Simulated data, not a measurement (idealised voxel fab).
This section sets out a process module, namely voxel released beams.
cross-section cut | 215 nm wide | cells 5 nm
Format of a cross-section: grid, square cells. Given as bands. Order: top down. Band: one or more rows of cells. A band entry consists of two parts. The first gives the height of the band's top and the height of its bottom, in nm. The rest lists the band's materials from left to right, each with its width in nm. A single material labelled with the word "everywhere" fills the band from edge to edge, and the word "empty" marks empty space. A quick word on heights: they are counted from 0, and under that level the wafer as it came to us is one material throughout. The lowest band is different from the rest in having no bottom; it simply continues downward, written as in "from 0 down". Per-row width for "30->40": begins at first number (top row of band), ends at second number (bottom row), increment between rows held constant. When a step is marked "no alterations made", none of the cells in the cross-section changed during that step. So "Closed voids list" is basically the list of trapped voids: any empty space of 8 cells or more that can't reach the top through an opening. They're written width x height at distance, the distance being from the left edge, and it's all nm. On each step's line, the part that comes after the settings is the simulator's own comment on the step. "overlay nm", when on a step's line for a step with a mask, measures how far to the right of its planned place the mask lay; a negative measure means to the left.
**Process steps foreseen in the plan**
1,RECEIVE | material Si
2,CONFORMAL_DEP | material SiN | thk nm 10
3,DIRECTIONAL_DEP | material SiO2 | thk nm 10
4,DIRECTIONAL_DEP | material aC | thk nm 10
5,PATTERN | tone open | mask id ANCHOR | material resist | width nm 35 | thk nm 25 | overlay nm 0
6,DIRECTIONAL_ETCH | etch materials aC | depth nm 5
7,STRIP | etch materials resist
8,DIRECTIONAL_ETCH | etch materials SiO2 | depth nm 10
9,STRIP | etch materials aC
10,CONFORMAL_DEP | material polySi | thk nm 15
11,DIRECTIONAL_DEP | material aC | thk nm 10
12,PATTERN | tone cover | mask id BEAM | material resist | width nm 105 | thk nm 30 | overlay nm 0
13,DIRECTIONAL_ETCH | etch materials aC | depth nm 10
14,STRIP | etch materials resist
15,DIRECTIONAL_ETCH | etch materials polySi | depth nm 15
16,STRIP | etch materials aC
17,STRIP | etch materials SiO2
Wafer-to-wafer difference: depth nm, step 6. Common start. Plan = first wafer's value.
**So this is the first of several wafers, cross-sectioned as it came to us, meaning it's at the end of step 1**
* from 0 down | Si everywhere
* Closed voids list: none
**Cross-section of the first of several wafers once the module has run through its last step, step 17**
* from 10 to 0 | SiN everywhere
* from 0 down | Si everywhere
* Closed voids list: none
**Cross-sectional depiction of the last of several wafers upon completion of the module**
* from 35 to 25 | empty 50  polySi 20  empty 5  polySi 80  empty 60
* from 25 to 20 | empty 50  polySi 105  empty 60
* from 20 to 10 | empty 55  polySi 35  empty 125
* from 10 to 0 | SiN everywhere
* from 0 down | Si everywhere
* Closed voids list: none
**So in this table every wafer gets its own row, and what you see is where it stands at the end of the module: for each material, how many cells it picked up (+) or gave up (-) since we received it, and after that its closed voids**
depth nm 5, +86 SiN, Closed voids list: none
depth nm 10, +86 SiN, +75 polySi, Closed voids list: none
depth nm 15, +86 SiN, +75 polySi, Closed voids list: none
depth nm 20, +86 SiN, +75 polySi, Closed voids list: none
depth nm 25, +86 SiN, +75 polySi, Closed voids list: none
